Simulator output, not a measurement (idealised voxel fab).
Proc. module: voxel trench capacitor
Section cut is 245 nm wide and gridded with 5 nm square cells.
The cross-sections in this document take the form of a grid made of square cells. They are written out as bands, in order from top to bottom. Each band consists of one or more rows of cells. What a band's entry tells you: where the top is and where the bottom is, as heights in nm, and after that what lies inside, material by material from left to right, each with its width in nm. Empty space is written as the word "empty", and a single material marked with the word "full width" occupies the band from edge to edge. Ref level 0: as-received wafer is one material below here. Bottom band extends down with no lower bound ("top 0, no bottom"). Quick explanation for "30 to 40": the width changes in equal steps down the rows of cells, from the first number in the band's top row to the second number in its bottom row. The designation "no alterations made", where it is given for a processing step, indicates that no cell of the cross-section was altered in the course of that step. Heads up: "Enclosed void entries" only lists the empty pockets with no open path to the top that are 8 cells or more, and it writes them as width x height at distance, distance from the left edge, in nm. Post-settings text on a step line: simulator's own remark regarding the step. overlay nm: where the mask lay relative to plan, measured to the right, on steps with a mask; negatives go left.

So here's the lineup of process steps we planned:
step 1: RECEIVE [material Si]
step 2: CONFORMAL_DEP [material SiN] [thk nm 5]
step 3: DIRECTIONAL_DEP [material aC] [thk nm 15]
step 4: PATTERN [tone open] [mask id TRENCH] [material resist] [width nm 25] [pitch nm 50] [thk nm 30] [overlay nm 0]
step 5: DIRECTIONAL_ETCH [etch materials aC] [depth nm 15]
step 6: STRIP [etch materials resist]
step 7: DIRECTIONAL_ETCH [etch materials SiN] [depth nm 5]
step 8: DIRECTIONAL_ETCH [etch materials Si] [depth nm 25]
step 9: STRIP [etch materials aC]
step 10: CONFORMAL_DEP [material HfO2] [thk nm 5]
step 11: CONFORMAL_DEP [material TiN] [thk nm 5]
step 12: FILL_DEP [material W] [thk nm 5]
step 13: CMP [height nm 5]

Wafer cross-section on receipt, i.e. after step 1:
top 0, no bottom: Si full width
Enclosed void entries: none

End-of-module cross-section of the first of two wafers, processed as planned:
top 5, bottom 0: SiN 60  HfO2 5  TiN 5  W 5  TiN 5  HfO2 5  SiN 25  HfO2 5  TiN 5  W 5  TiN 5  HfO2 5  SiN 25  HfO2 5  TiN 5  W 5  TiN 5  HfO2 5  SiN 60
top 0, bottom -15: Si 60  HfO2 5  TiN 5  W 5  TiN 5  HfO2 5  Si 25  HfO2 5  TiN 5  W 5  TiN 5  HfO2 5  Si 25  HfO2 5  TiN 5  W 5  TiN 5  HfO2 5  Si 60
top -15, bottom -20: Si 60  HfO2 5  TiN 15  HfO2 5  Si 25  HfO2 5  TiN 15  HfO2 5  Si 25  HfO2 5  TiN 15  HfO2 5  Si 60
top -20, bottom -25: Si 60  HfO2 25  Si 25  HfO2 25  Si 25  HfO2 25  Si 60
top -25, no bottom: Si full width
Enclosed void entries: none

Cross-section, second wafer: same start as the first, same plan as the first, one mistake in running it; taken at the end of the module:
top 5, bottom 0: SiN 60  aC 5  TiN 5  W 5  TiN 5  aC 5  SiN 25  aC 5  TiN 5  W 5  TiN 5  aC 5  SiN 25  aC 5  TiN 5  W 5  TiN 5  aC 5  SiN 60
top 0, bottom -15: Si 60  aC 5  TiN 5  W 5  TiN 5  aC 5  Si 25  aC 5  TiN 5  W 5  TiN 5  aC 5  Si 25  aC 5  TiN 5  W 5  TiN 5  aC 5  Si 60
top -15, bottom -20: Si 60  aC 5  TiN 15  aC 5  Si 25  aC 5  TiN 15  aC 5  Si 25  aC 5  TiN 15  aC 5  Si 60
top -20, bottom -25: Si 60  aC 25  Si 25  aC 25  Si 25  aC 25  Si 60
top -25, no bottom: Si full width
Enclosed void entries: none
Deviation from plan: step 10 ran as: CONFORMAL_DEP [material aC] [thk nm 5]
Heads up, by the end the second wafer has more or fewer cells of some materials compared to the first: HfO2: 45 fewer; aC: 45 more
